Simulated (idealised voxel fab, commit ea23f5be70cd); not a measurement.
process module | voxel self aligned vias
cross-section cut | 185 nm wide | cells 5 nm
A cross-section is a grid of square cells, given in bands from the top down. A band is one or more rows of cells.
Each band's line starts with the height of the band's top and of its bottom, in nm. Then come its materials from left to right, each with its width in nm. One material with "throughout" fills the band from edge to edge. "air" is empty space.
Height 0 is the level under which the wafer as received is all one material. The lowest band goes on downwards, as in "0 down".
A width such as "30 to 40" changes by the same amount from each row of cells to the next, from the band's top row to its bottom row.
"no change" after a step means that no cell of the cross-section changed.
closed voids: empty space of 8 cells or more with no open way to the top, each as width x height at its distance from the left edge, in nm
after a step's settings: what the simulator itself notes on the step
overlay nm, on a step with a mask: how far to the right of its planned place the mask lay; to the left if negative
plan
1 op RECEIVE | material Si
2 op CONFORMAL_DEP | material SiO2 | thk nm 15
3 op CONFORMAL_DEP | material SiCN | thk nm 5
4 op DIRECTIONAL_DEP | material SiO2 | thk nm 20
5 op DIRECTIONAL_DEP | material aC | thk nm 15
6 op PATTERN | tone open | mask id LINES | material resist | width nm 20 | pitch nm 70 | thk nm 35 | overlay nm 0
7 op DIRECTIONAL_ETCH | etch materials aC | depth nm 15
8 op STRIP | etch materials resist
9 op DIRECTIONAL_ETCH | etch materials SiO2 | depth nm 20
10 op STRIP | etch materials aC
11 op CONFORMAL_DEP | material TiN | thk nm 5
12 op FILL_DEP | material W | thk nm 5
13 op CMP | height nm 40
14 op SELECTIVE_ETCH | etch materials W Ru TiN | depth nm 5
15 op FILL_DEP | material SiN | thk nm 5
16 op CMP | height nm 40
17 op DIRECTIONAL_DEP | material SiO2 | thk nm 20
18 op DIRECTIONAL_DEP | material aC | thk nm 15
19 op PATTERN | tone open | mask id VIAS | material resist | width nm 40 | thk nm 30 | overlay nm 0
20 op DIRECTIONAL_ETCH | etch materials aC | depth nm 15
21 op STRIP | etch materials resist
22 op DIRECTIONAL_ETCH | etch materials SiO2 | depth nm 20
23 op DIRECTIONAL_ETCH | etch materials SiN | depth nm 5
24 op STRIP | etch materials aC
25 op CONFORMAL_DEP | material TiN | thk nm 5
26 op FILL_DEP | material Cu | thk nm 5
27 op CMP | height nm 60
28 op CONFORMAL_DEP | material SiCN | thk nm 5
as received, after step 1
  0 down: Si throughout
  closed voids: none
a wafer at the end: this start, this plan, one mistake
  65 to 60: SiCN throughout
  60 to 40: SiO2 35 | TiN 5 | Cu 30 | TiN 5 | SiO2 110
  40 to 35: SiO2 35 | TiN 40 | SiO2 40 | SiN 20 | SiO2 50
  35 to 25: SiO2 35 to 45 | TiN 15 to 5 | W 10 | TiN 15 to 5 | SiO2 40 to 50 | TiN 5 | W 10 | TiN 5 | SiO2 50
  25 to 20: SiO2 45 | TiN 20 | SiO2 50 | TiN 20 | SiO2 50
  20 to 15: SiCN throughout
  15 to 0: SiO2 throughout
  0 down: Si throughout
  closed voids: none
what went wrong: step 22 ran as: op DIRECTIONAL_ETCH | etch materials SiO2 | depth nm 30
